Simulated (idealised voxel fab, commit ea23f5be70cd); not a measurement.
voxel tone inversion: a process module
FYI the section here is cut, 165 nm wide, cells are 5 nm squares.
Just so we're on the same page, the cross-sections are grids of square cells, and they're listed out in bands top to bottom, each band one or more rows deep. Basically the band line says how high the top is and how high the bottom is, in nm, and then what's in it from left to right, every material with its width in nm. Empty space shows up as "blank", and if a single material carries "throughout" it runs the full band edge to edge. Counting heights begins at 0, where everything beneath is, in the wafer as received, one material. The lowest band has no bottom; it goes on downwards, as "0..down" shows. It should be noted that a width expressed as "30..40" varies in equal increments from row to row of cells within the band, taking the value of the first number at the top row and that of the second number at the bottom row. The designation "changes: none", where it is given for a processing step, indicates that no cell of the cross-section was altered in the course of that step. "Entrapped voids" contains a list of empty spaces, each no smaller than 8 cells and without an open way to the top, written in the form width x height at distance with the distance from the left edge and all three in nm. That trailing text on a step's line, after the settings, is the simulator's own remark on the step. "overlay nm" on a masked step: distance the mask lay right of its planned place, negative for left.
## plan
step 1: RECEIVE (material Si)
step 2: CONFORMAL_DEP (material SiCN; thk nm 5)
step 3: DIRECTIONAL_DEP (material polySi; thk nm 15)
step 4: PATTERN (tone cover; mask id POSTS; material resist; width nm 15; pitch nm 40; thk nm 20; overlay nm -15)
step 5: DIRECTIONAL_ETCH (etch materials polySi; depth nm 15)
step 6: STRIP (etch materials resist)
step 7: FILL_DEP (material SiO2; thk nm 5)
step 8: CMP (height nm 20)
step 9: STRIP (etch materials polySi)
The plan shows the overlay nm of step 4 as the first wafer had it; this setting differs between the wafers, which start out alike.
## Cut through the first of several wafers as received, post step 1
0..down: Si throughout
Entrapped voids: none
## Module finished, last step 9 done: cross-section of the first of several wafers
20..5: SiO2 (40), blank (15), SiO2 (25), blank (15), SiO2 (70)
5..0: SiCN throughout
0..down: Si throughout
Entrapped voids: none
## Final wafer cross-section at module end
20..5: SiO2 (70), blank (15), SiO2 (25), blank (15), SiO2 (40)
5..0: SiCN throughout
0..down: Si throughout
Entrapped voids: none
## The rows of the table below are wafers. Looking at the end of the module, a row counts, for every material, the cells the wafer has gained, shown as (+), or lost, shown as (-), since it was received; its closed voids come next
overlay nm -15, +33 SiCN, +81 SiO2, Entrapped voids: none
overlay nm -10, +33 SiCN, +81 SiO2, Entrapped voids: none
overlay nm -5, +33 SiCN, +81 SiO2, Entrapped voids: none
overlay nm 0, +33 SiCN, +81 SiO2, Entrapped voids: none
overlay nm 5, +33 SiCN, +81 SiO2, Entrapped voids: none
overlay nm 10, +33 SiCN, +81 SiO2, Entrapped voids: none
overlay nm 15, +33 SiCN, +81 SiO2, Entrapped voids: none
